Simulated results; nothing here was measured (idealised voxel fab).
Presented below is a process module, voxel wiring stack.
Cross-sectional view cut (width: 200 nm; square cell size: 5 nm).
We lay out every cross-section as a grid of square cells and spell it out in bands from the top down, where one band means one or more rows of cells.
Band: top and bottom heights (nm) first, top before bottom; then materials from left to right, widths in nm. "full width" marks a sole material filling the band edge to edge. "blank" denotes empty space.
The reference from which all heights are counted is 0, the level beneath which the as-received wafer is entirely one material; the lowest band, having no lower bound, proceeds downward and is written after the example "0 and below".
Quick explanation for "30 to 40": the width changes in equal steps down the rows of cells, from the first number in the band's top row to the second number in its bottom row.
Reading "stayed the same" for a step: not a cell of the cross-section changed in it.
The entry titled "Closed void inventory" provides the empty spaces that have no open way to the top, restricted to those of 8 cells or more. Each is presented as width x height at distance, the distance being measured from the left edge, with all three in nm.
On a step's line, text after the settings is the simulator commenting on that step.
"overlay nm" denotes, for a step that has a mask, the displacement of the mask to the right of its planned place, with negative values corresponding to the left.
### This section lists the process steps that were planned
1 RECEIVE with material Si
2 CONFORMAL_DEP with material SiO2, thk nm 10
3 DIRECTIONAL_DEP with material TiN, thk nm 5
4 DIRECTIONAL_DEP with material Ru, thk nm 25
5 PATTERN with tone cover, mask id METAL_1, material resist, width nm 30, pitch nm 45, thk nm 20, overlay nm 0
6 DIRECTIONAL_ETCH with etch materials Ru, depth nm 25
7 DIRECTIONAL_ETCH with etch materials TiN, depth nm 5
8 STRIP with etch materials resist
9 FILL_DEP with material SiO2, thk nm 10
10 CMP with height nm 40
11 CONFORMAL_DEP with material SiCN, thk nm 5
12 DIRECTIONAL_DEP with material lowk, thk nm 10
13 PATTERN with tone open, mask id PLUG_1, material resist, width nm 15, pitch nm 45, thk nm 15, overlay nm 0
14 DIRECTIONAL_ETCH with etch materials lowk, depth nm 10
15 DIRECTIONAL_ETCH with etch materials SiCN, depth nm 5
16 STRIP with etch materials resist
17 CONFORMAL_DEP with material TiN, thk nm 5
18 FILL_DEP with material Cu, thk nm 5
19 CMP with height nm 55
20 CONFORMAL_DEP with material SiCN, thk nm 5
21 DIRECTIONAL_DEP with material lowk, thk nm 25
22 PATTERN with tone open, mask id METAL_2, material resist, width nm 30, pitch nm 45, thk nm 15, overlay nm 0
23 DIRECTIONAL_ETCH with etch materials lowk, depth nm 25
24 DIRECTIONAL_ETCH with etch materials SiCN, depth nm 5
25 STRIP with etch materials resist
26 CONFORMAL_DEP with material TiN, thk nm 5
27 FILL_DEP with material Ru, thk nm 10
28 CMP with height nm 85
29 EPI with material Ru, thk nm 5
30 FILL_DEP with material SiCN, thk nm 5
### The first of two wafers, run as planned
### Cross-sectional view of the wafer in its as-received condition, corresponding to the state after step 1
* 0 and below: Si full width
* Closed void inventory: none
### Step 2 done - wafer cross-section
* 10 down to 0: SiO2 full width
* At heights below 0, the structure remains unaltered.
### Step 3 done - wafer cross-section
* 15 down to 10: TiN full width
* At heights below 10, the structure remains unaltered.
### Step 4 done - wafer cross-section
* 40 down to 15: Ru full width
* At heights below 15, the structure remains unaltered.
### Step 5 done - wafer cross-section
* 60 down to 40: blank 40; resist 30; blank 15; resist 30; blank 15; resist 30; blank 40
* At heights below 40, the structure remains unaltered.
### Step 6 done - wafer cross-section
* 60 down to 40: blank 40; resist 30; blank 15; resist 30; blank 15; resist 30; blank 40
* 40 down to 15: blank 40; Ru 30; blank 15; Ru 30; blank 15; Ru 30; blank 40
* At heights below 15, the structure remains unaltered.
### Step 7 done - wafer cross-section
* 60 down to 40: blank 40; resist 30; blank 15; resist 30; blank 15; resist 30; blank 40
* 40 down to 15: blank 40; Ru 30; blank 15; Ru 30; blank 15; Ru 30; blank 40
* 15 down to 10: blank 40; TiN 30; blank 15; TiN 30; blank 15; TiN 30; blank 40
* At heights below 10, the structure remains unaltered.
### Step 8 done - wafer cross-section
* 40 down to 15: blank 40; Ru 30; blank 15; Ru 30; blank 15; Ru 30; blank 40
* At heights below 15, the structure remains unaltered.
### Step 9 done - wafer cross-section
* 50 down to 40: SiO2 full width
* 40 down to 15: SiO2 40; Ru 30; SiO2 15; Ru 30; SiO2 15; Ru 30; SiO2 40
* 15 down to 10: SiO2 40; TiN 30; SiO2 15; TiN 30; SiO2 15; TiN 30; SiO2 40
* At heights below 10, the structure remains unaltered.
### Step 10 done - wafer cross-section
* 40 down to 15: SiO2 40; Ru 30; SiO2 15; Ru 30; SiO2 15; Ru 30; SiO2 40
* At heights below 15, the structure remains unaltered.
### Step 11 done - wafer cross-section
* 45 down to 40: SiCN full width
* At heights below 40, the structure remains unaltered.
### Step 12 done - wafer cross-section
* 55 down to 45: lowk full width
* At heights below 45, the structure remains unaltered.
### Step 13 done - wafer cross-section
* 70 down to 55: resist 40; blank 15; resist 30; blank 15; resist 30; blank 15; resist 55
* At heights below 55, the structure remains unaltered.
### Step 14 done - wafer cross-section
* 70 down to 55: resist 40; blank 15; resist 30; blank 15; resist 30; blank 15; resist 55
* 55 down to 45: lowk 40; blank 15; lowk 30; blank 15; lowk 30; blank 15; lowk 55
* At heights below 45, the structure remains unaltered.
### Step 15 done - wafer cross-section
* 70 down to 55: resist 40; blank 15; resist 30; blank 15; resist 30; blank 15; resist 55
* 55 down to 45: lowk 40; blank 15; lowk 30; blank 15; lowk 30; blank 15; lowk 55
* 45 down to 40: SiCN 40; blank 15; SiCN 30; blank 15; SiCN 30; blank 15; SiCN 55
* At heights below 40, the structure remains unaltered.
### Step 16 done - wafer cross-section
* 55 down to 45: lowk 40; blank 15; lowk 30; blank 15; lowk 30; blank 15; lowk 55
* At heights below 45, the structure remains unaltered.
### Step 17 done - wafer cross-section
* 60 down to 55: TiN 45; blank 5; TiN 40; blank 5; TiN 40; blank 5; TiN 60
* 55 down to 45: lowk 40; TiN 5; blank 5; TiN 5; lowk 30; TiN 5; blank 5; TiN 5; lowk 30; TiN 5; blank 5; TiN 5; lowk 55
* 45 down to 40: SiCN 40; TiN 15; SiCN 30; TiN 15; SiCN 30; TiN 15; SiCN 55
* At heights below 40, the structure remains unaltered.
### Step 18 done - wafer cross-section
* 65 down to 60: Cu full width
* 60 down to 55: TiN 45; Cu 5; TiN 40; Cu 5; TiN 40; Cu 5; TiN 60
* 55 down to 45: lowk 40; TiN 5; Cu 5; TiN 5; lowk 30; TiN 5; Cu 5; TiN 5; lowk 30; TiN 5; Cu 5; TiN 5; lowk 55
* At heights below 45, the structure remains unaltered.
### Step 19 done - wafer cross-section
* 55 down to 45: lowk 40; TiN 5; Cu 5; TiN 5; lowk 30; TiN 5; Cu 5; TiN 5; lowk 30; TiN 5; Cu 5; TiN 5; lowk 55
* At heights below 45, the structure remains unaltered.
### Step 20 done - wafer cross-section
* 60 down to 55: SiCN full width
* At heights below 55, the structure remains unaltered.
### Step 21 done - wafer cross-section
* 85 down to 60: lowk full width
* At heights below 60, the structure remains unaltered.
### Step 22 done - wafer cross-section
* 100 down to 85: resist 40; blank 30; resist 15; blank 30; resist 15; blank 30; resist 40
* At heights below 85, the structure remains unaltered.
### Step 23 done - wafer cross-section
* 100 down to 85: resist 40; blank 30; resist 15; blank 30; resist 15; blank 30; resist 40
* 85 down to 60: lowk 40; blank 30; lowk 15; blank 30; lowk 15; blank 30; lowk 40
* At heights below 60, the structure remains unaltered.
### Step 24 done - wafer cross-section
* 100 down to 85: resist 40; blank 30; resist 15; blank 30; resist 15; blank 30; resist 40
* 85 down to 60: lowk 40; blank 30; lowk 15; blank 30; lowk 15; blank 30; lowk 40
* 60 down to 55: SiCN 40; blank 30; SiCN 15; blank 30; SiCN 15; blank 30; SiCN 40
* At heights below 55, the structure remains unaltered.
### Step 25 done - wafer cross-section
* 85 down to 60: lowk 40; blank 30; lowk 15; blank 30; lowk 15; blank 30; lowk 40
* At heights below 60, the structure remains unaltered.
### Step 26 done - wafer cross-section
* 90 down to 85: TiN 45; blank 20; TiN 25; blank 20; TiN 25; blank 20; TiN 45
* 85 down to 60: lowk 40; TiN 5; blank 20; TiN 5; lowk 15; TiN 5; blank 20; TiN 5; lowk 15; TiN 5; blank 20; TiN 5; lowk 40
* 60 down to 55: SiCN 40; TiN 30; SiCN 15; TiN 30; SiCN 15; TiN 30; SiCN 40
* At heights below 55, the structure remains unaltered.
### Step 27 done - wafer cross-section
* 100 down to 90: Ru full width
* 90 down to 85: TiN 45; Ru 20; TiN 25; Ru 20; TiN 25; Ru 20; TiN 45
* 85 down to 60: lowk 40; TiN 5; Ru 20; TiN 5; lowk 15; TiN 5; Ru 20; TiN 5; lowk 15; TiN 5; Ru 20; TiN 5; lowk 40
* At heights below 60, the structure remains unaltered.
### Step 28 done - wafer cross-section
* 85 down to 60: lowk 40; TiN 5; Ru 20; TiN 5; lowk 15; TiN 5; Ru 20; TiN 5; lowk 15; TiN 5; Ru 20; TiN 5; lowk 40
* At heights below 60, the structure remains unaltered.
### Step 29 done - wafer cross-section
* 90 down to 85: blank 35; Ru 40; blank 5; Ru 40; blank 5; Ru 40; blank 35
* At heights below 85, the structure remains unaltered.
### Step 30 done - wafer cross-section
* 95 down to 90: SiCN full width
* 90 down to 85: SiCN 35; Ru 40; SiCN 5; Ru 40; SiCN 5; Ru 40; SiCN 35
* At heights below 85, the structure remains unaltered.
### Wafer two. Identical start, identical plan. One mistake in execution. Identical history through step 26
### Cross-section of the second wafer when, according to plan, step 27 should have finished
* 100 down to 90: lowk full width
* 90 down to 85: TiN 45; lowk 20; TiN 25; lowk 20; TiN 25; lowk 20; TiN 45
* 85 down to 60: lowk 40; TiN 5; lowk 20; TiN 5; lowk 15; TiN 5; lowk 20; TiN 5; lowk 15; TiN 5; lowk 20; TiN 5; lowk 40
* At heights below 60, the structure remains unaltered.
### Cross-section of the second wafer when, according to plan, step 28 should have finished
* 85 down to 60: lowk 40; TiN 5; lowk 20; TiN 5; lowk 15; TiN 5; lowk 20; TiN 5; lowk 15; TiN 5; lowk 20; TiN 5; lowk 40
* At heights below 60, the structure remains unaltered.
### Cross-section of the second wafer when, according to plan, step 29 should have finished
* 90 down to 85: blank 35; Ru 15; blank 10; Ru 15; blank 5; Ru 15; blank 10; Ru 15; blank 5; Ru 15; blank 10; Ru 15; blank 35
* At heights below 85, the structure remains unaltered.
### Cross-section of the second wafer when, according to plan, step 30 should have finished
* 95 down to 90: SiCN full width
* 90 down to 85: SiCN 35; Ru 15; SiCN 10; Ru 15; SiCN 5; Ru 15; SiCN 10; Ru 15; SiCN 5; Ru 15; SiCN 10; Ru 15; SiCN 35
* At heights below 85, the structure remains unaltered.
Misprocessing identified: planned and actual differ for step 27; actual: FILL_DEP with material lowk, thk nm 10
Per the end-of-run cell counts, the second wafer holds more or fewer of some materials than the first: Ru -66 | SiCN +6 | lowk +60
